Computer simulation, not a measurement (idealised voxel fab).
Process module under the name voxel double patterning
Cross-sectional view cut (width: 260 nm; square cell size: 5 nm).
Format of a cross-section: grid, square cells. Given as bands. Order: top down. Band: one or more rows of cells.
Top height, bottom height, nm. Materials left to right, width each, nm. Single material + "everywhere" = fills band edge to edge. "blank" = empty.
It should be noted that heights are counted from 0, beneath which the wafer as supplied is of one material throughout, and that the lowest band possesses no lower boundary but continues downward, as written in "0 down".
Per-row width for "30 to 40": begins at first number (top row of band), ends at second number (bottom row), increment between rows held constant.
Step marked "no modifications"? Then no cell in the cross-section changed in it.
Empty spaces counting at least 8 cells and having no open way to the top are listed in "Internal closed voids". The notation width x height at distance is used for each, the distance being from the left edge and all three values in nm.
What comes after the settings on a step's line is commentary from the simulator itself on that step.
overlay nm: how far to the right of its planned place the mask lay on this masked step (negative: to the left).

These are the steps we planned for the process:
step 1: RECEIVE: material Si
step 2: CONFORMAL_DEP: material SiN, thk nm 10
step 3: DIRECTIONAL_DEP: material SiO2, thk nm 15
step 4: DIRECTIONAL_DEP: material SiCN, thk nm 10
step 5: PATTERN: tone open, mask id FIRST, material resist, width nm 15, pitch nm 50, thk nm 15, overlay nm 0
step 6: DIRECTIONAL_ETCH: etch materials SiCN, depth nm 10
step 7: STRIP: etch materials resist
step 8: DIRECTIONAL_DEP: material aC, thk nm 15
step 9: PATTERN: tone open, mask id SECOND, material resist, width nm 15, thk nm 35, overlay nm 0
step 10: DIRECTIONAL_ETCH: etch materials aC, depth nm 15
step 11: STRIP: etch materials resist
step 12: DIRECTIONAL_ETCH: etch materials SiCN, depth nm 10
step 13: STRIP: etch materials aC
step 14: DIRECTIONAL_ETCH: etch materials SiO2, depth nm 5
step 15: STRIP: etch materials SiCN
The plan shows the depth nm of step 14 as the first wafer had it; this setting differs between the wafers, which start out alike.

first wafer as received, after step 1:
    0 down  Si everywhere
    Internal closed voids: none

Below is a per-wafer table. In it, each row describes the wafer at the end of the module by giving, for each material, the number of cells gained (+) or lost (-) since the wafer was received, and after that the closed voids of the wafer:
depth nm 5, +104 SiN, +147 SiO2, Internal closed voids: none
depth nm 10, +104 SiN, +138 SiO2, Internal closed voids: none
depth nm 15, +104 SiN, +129 SiO2, Internal closed voids: none
depth nm 20, +104 SiN, +129 SiO2, Internal closed voids: none
depth nm 25, +104 SiN, +129 SiO2, Internal closed voids: none
depth nm 30, +104 SiN, +129 SiO2, Internal closed voids: none
